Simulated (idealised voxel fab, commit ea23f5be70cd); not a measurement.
process module | voxel tone inversion
cross-section cut | 180 nm wide | cells 5 nm
A cross-section is a grid of square cells, given in bands from the top down. A band is one or more rows of cells.
Each band's line starts with the height of the band's top and of its bottom, in nm. Then come its materials from left to right, each with its width in nm. One material with "throughout" fills the band from edge to edge. "air" is empty space.
Height 0 is the level under which the wafer as received is all one material. The lowest band goes on downwards, as in "0 down".
A width such as "30 to 40" changes by the same amount from each row of cells to the next, from the band's top row to its bottom row.
"no change" after a step means that no cell of the cross-section changed.
closed voids: empty space of 8 cells or more with no open way to the top, each as width x height at its distance from the left edge, in nm
after a step's settings: what the simulator itself notes on the step
overlay nm, on a step with a mask: how far to the right of its planned place the mask lay; to the left if negative
plan
1 op RECEIVE | material Si
2 op CONFORMAL_DEP | material SiCN | thk nm 10
3 op DIRECTIONAL_DEP | material polySi | thk nm 25
4 op PATTERN | tone cover | mask id POSTS | material resist | width nm 15 | pitch nm 35 | thk nm 30 | overlay nm 0
5 op DIRECTIONAL_ETCH | etch materials polySi | depth nm 25
6 op STRIP | etch materials resist
7 op FILL_DEP | material SiO2 | thk nm 5
8 op CMP | height nm 35
9 op STRIP | etch materials polySi
10 op CONFORMAL_DEP | material TiN | thk nm 5
11 op FILL_DEP | material W | thk nm 10
12 op CMP | height nm 35
13 op CONFORMAL_DEP | material SiCN | thk nm 5
as received, after step 1
  0 down: Si throughout
  closed voids: none
a wafer at the end: this start, this plan, one mistake
  40 to 35: SiCN throughout
  35 to 15: SiO2 70 | TiN 5 | W 5 | TiN 5 | SiO2 20 | TiN 5 | W 5 | TiN 5 | SiO2 60
  15 to 10: SiO2 70 | TiN 15 | SiO2 20 | TiN 15 | SiO2 60
  10 to 0: SiCN throughout
  0 down: Si throughout
  closed voids: none
what went wrong: step 4 ran as: op PATTERN | tone cover | mask id POSTS | material resist | width nm 15 | pitch nm 35 | thk nm 30 | overlay nm 5
